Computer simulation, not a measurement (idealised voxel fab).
The process module that follows is named voxel transistor to metal.
Pictured: cross-section cut, 200 nm wide, on a grid of 5 nm square cells.
The cross-sections in this document take the form of a grid made of square cells. They are written out as bands, in order from top to bottom. Each band consists of one or more rows of cells. Heights first: top, then bottom, in nm. Then materials, left to right, each with a width in nm. "edge to edge" on a single material: fills the band edge to edge. "air": empty space. Beneath 0, the wafer as received is one material, and that level is where height counting begins. The lowest band goes on downward without a bottom; it is written like "0 and below". Graded width ("30..40"): value in top row of band = first number; value in bottom row = second number; row-to-row change constant. "no alteration" (step): cross-section cells unchanged, all of them. The label "Entrapped void list" introduces a list of the empty spaces, 8 cells or larger, that have no open way up to the top; each entry in it reads width x height at distance, where the distance is taken from the left edge and all three are stated in nm. What comes after the settings on a step's line is commentary from the simulator itself on that step. The "overlay nm" setting may appear on a step's line; for a step that uses a mask, it gives how far to the right of its planned position the mask lay, and a negative value indicates the left.
Here's what the planned process steps look like:
1. RECEIVE, material Si
2. OXIDIZE, depth nm 5
3. CONFORMAL_DEP, material SiN, thk nm 15
4. PATTERN, tone cover, mask id ACTIVE, material resist, width nm 115, thk nm 15, overlay nm 0
5. DIRECTIONAL_ETCH, etch materials SiN, depth nm 15
6. DIRECTIONAL_ETCH, etch materials SiO2, depth nm 5
7. DIRECTIONAL_ETCH, etch materials Si, depth nm 25
8. STRIP, etch materials resist
9. OXIDIZE, depth nm 5
10. FILL_DEP, material SiO2, thk nm 10
11. CMP, height nm 15
12. SELECTIVE_ETCH, etch materials SiO2, depth nm 10
13. STRIP, etch materials SiN
14. SELECTIVE_ETCH, etch materials SiO2, depth nm 5
15. OXIDIZE, depth nm 5
16. DIRECTIONAL_DEP, material polySi, thk nm 20
17. DIRECTIONAL_DEP, material SiCN, thk nm 15
18. PATTERN, tone cover, mask id GATE, material resist, width nm 35, thk nm 15, overlay nm 0
19. DIRECTIONAL_ETCH, etch materials SiCN, depth nm 25
20. DIRECTIONAL_ETCH, etch materials polySi, depth nm 30
21. STRIP, etch materials resist
22. CONFORMAL_DEP, material SiN, thk nm 10
23. DIRECTIONAL_ETCH, etch materials SiN, depth nm 10
24. DIRECTIONAL_ETCH, etch materials SiO2, depth nm 5
25. DIRECTIONAL_ETCH, etch materials Si, depth nm 10
26. EPI, material SiGe, thk nm 10
27. FILL_DEP, material SiO2, thk nm 5
28. CMP, height nm 15
29. STRIP, etch materials polySi
30. SELECTIVE_ETCH, etch materials SiO2, depth nm 5
31. CONFORMAL_DEP, material HfO2, thk nm 5
32. CONFORMAL_DEP, material TiN, thk nm 5
33. FILL_DEP, material W, thk nm 10
34. CMP, height nm 10
35. DIRECTIONAL_DEP, material SiO2, thk nm 10
36. MASKED_ETCH, tone open, mask id CONTACT, width nm 15, pitch nm 90, etch materials SiO2, depth nm 30, overlay nm 0
37. CONFORMAL_DEP, material TiN, thk nm 5
38. FILL_DEP, material W, thk nm 10
39. CMP, height nm 20
40. CONFORMAL_DEP, material SiN, thk nm 5
41. DIRECTIONAL_DEP, material SiO2, thk nm 20
42. PATTERN, tone open, mask id METAL_1, material resist, width nm 15, pitch nm 90, thk nm 20, overlay nm 0
43. DIRECTIONAL_ETCH, etch materials SiO2, depth nm 20
44. DIRECTIONAL_ETCH, etch materials SiN, depth nm 5
45. STRIP, etch materials resist
46. CONFORMAL_DEP, material TiN, thk nm 5
47. FILL_DEP, material Cu, thk nm 5
48. CMP, height nm 45
49. CONFORMAL_DEP, material SiN, thk nm 5
The wafers in this document start out alike and differ in the width nm applied at step 4; the plan shows the value used for the first wafer.
Cross-sectional view of the first of several wafers in the as-received condition, corresponding to the state following step 1:
0 and below | Si edge to edge
Entrapped void list: none
Once step 49, the last step, is complete, the module is at its end; this is the cross-section of the first of several wafers:
50 down to 45 | SiN edge to edge
45 down to 25 | SiO2: 45 / TiN: 5 / Cu: 5 / TiN: 5 / SiO2: 75 / TiN: 5 / Cu: 5 / TiN: 5 / SiO2: 50
25 down to 20 | SiN: 45 / TiN: 15 / SiN: 75 / TiN: 15 / SiN: 50
20 down to 10 | SiO2: 45 / TiN: 5 / W: 5 / TiN: 5 / SiO2: 75 / TiN: 5 / W: 5 / TiN: 5 / SiO2: 50
10 down to 0 | SiO2: 45 / TiN: 5 / W: 5 / TiN: 5 / SiO2: 10 / SiN: 10 / HfO2: 5 / TiN: 5 / W: 15 / TiN: 5 / HfO2: 5 / SiN: 10 / SiO2: 10 / TiN: 5 / W: 5 / TiN: 5 / SiO2: 50
0 down to -5 | SiO2: 35 / SiN: 10 / TiN: 5 / W: 5 / TiN: 5 / SiGe: 10 / SiN: 10 / HfO2: 5 / TiN: 25 / HfO2: 5 / SiN: 10 / SiGe: 10 / TiN: 5 / W: 5 / TiN: 5 / SiN: 10 / SiO2: 40
-5 down to -10 | SiO2: 45 / TiN: 15 / SiGe: 10 / SiO2: 5 / HfO2: 45 / SiO2: 5 / SiGe: 10 / TiN: 15 / SiO2: 50
-10 down to -20 | SiO2: 45 / SiGe: 25 / Si: 55 / SiGe: 25 / SiO2: 50
-20 down to -35 | SiO2: 45 / Si: 105 / SiO2: 50
-35 and below | Si edge to edge
Entrapped void list: none
Sectional view of the last wafer upon completion of the module:
50 down to 45 | SiN edge to edge
45 down to 25 | SiO2: 45 / TiN: 5 / Cu: 5 / TiN: 5 / SiO2: 75 / TiN: 5 / Cu: 5 / TiN: 5 / SiO2: 50
25 down to 20 | SiN: 45 / TiN: 15 / SiN: 75 / TiN: 15 / SiN: 50
20 down to 10 | SiO2: 45 / TiN: 5 / W: 5 / TiN: 5 / SiO2: 75 / TiN: 5 / W: 5 / TiN: 5 / SiO2: 50
10 down to 0 | SiO2: 45 / TiN: 5 / W: 5 / TiN: 5 / SiO2: 10 / SiN: 10 / HfO2: 5 / TiN: 5 / W: 15 / TiN: 5 / HfO2: 5 / SiN: 10 / SiO2: 10 / TiN: 5 / W: 5 / TiN: 5 / SiO2: 50
0 down to -5 | SiO2: 25 / SiN: 10 / SiO2: 10 / TiN: 5 / W: 5 / TiN: 5 / SiGe: 10 / SiN: 10 / HfO2: 5 / TiN: 25 / HfO2: 5 / SiN: 10 / SiGe: 10 / TiN: 5 / W: 5 / TiN: 5 / SiO2: 15 / SiN: 10 / SiO2: 25
-5 down to -10 | SiO2: 45 / TiN: 15 / SiGe: 10 / SiO2: 5 / HfO2: 45 / SiO2: 5 / SiGe: 10 / TiN: 15 / SiO2: 50
-10 down to -20 | SiO2: 35 / SiGe: 35 / Si: 55 / SiGe: 40 / SiO2: 35
-20 down to -35 | SiO2: 35 / Si: 130 / SiO2: 35
-35 and below | Si edge to edge
Entrapped void list: none
Tabulated below, wafer by wafer, are the end-of-module results: for each material, the number of cells gained (+) or lost (-) relative to the as-received state, followed by the closed voids:
width nm 115, +8 Cu, +15 HfO2, -195 Si, +28 SiGe, +90 SiN, +381 SiO2, +57 TiN, +16 W, Entrapped void list: none
width nm 120, +8 Cu, +15 HfO2, -192 Si, +30 SiGe, +90 SiN, +376 SiO2, +57 TiN, +16 W, Entrapped void list: none
width nm 125, +8 Cu, +15 HfO2, -189 Si, +32 SiGe, +90 SiN, +371 SiO2, +57 TiN, +16 W, Entrapped void list: none
width nm 130, +8 Cu, +15 HfO2, -186 Si, +34 SiGe, +90 SiN, +366 SiO2, +57 TiN, +16 W, Entrapped void list: none
width nm 135, +8 Cu, +15 HfO2, -183 Si, +36 SiGe, +90 SiN, +361 SiO2, +57 TiN, +16 W, Entrapped void list: none
width nm 140, +8 Cu, +15 HfO2, -180 Si, +38 SiGe, +90 SiN, +356 SiO2, +57 TiN, +16 W, Entrapped void list: none
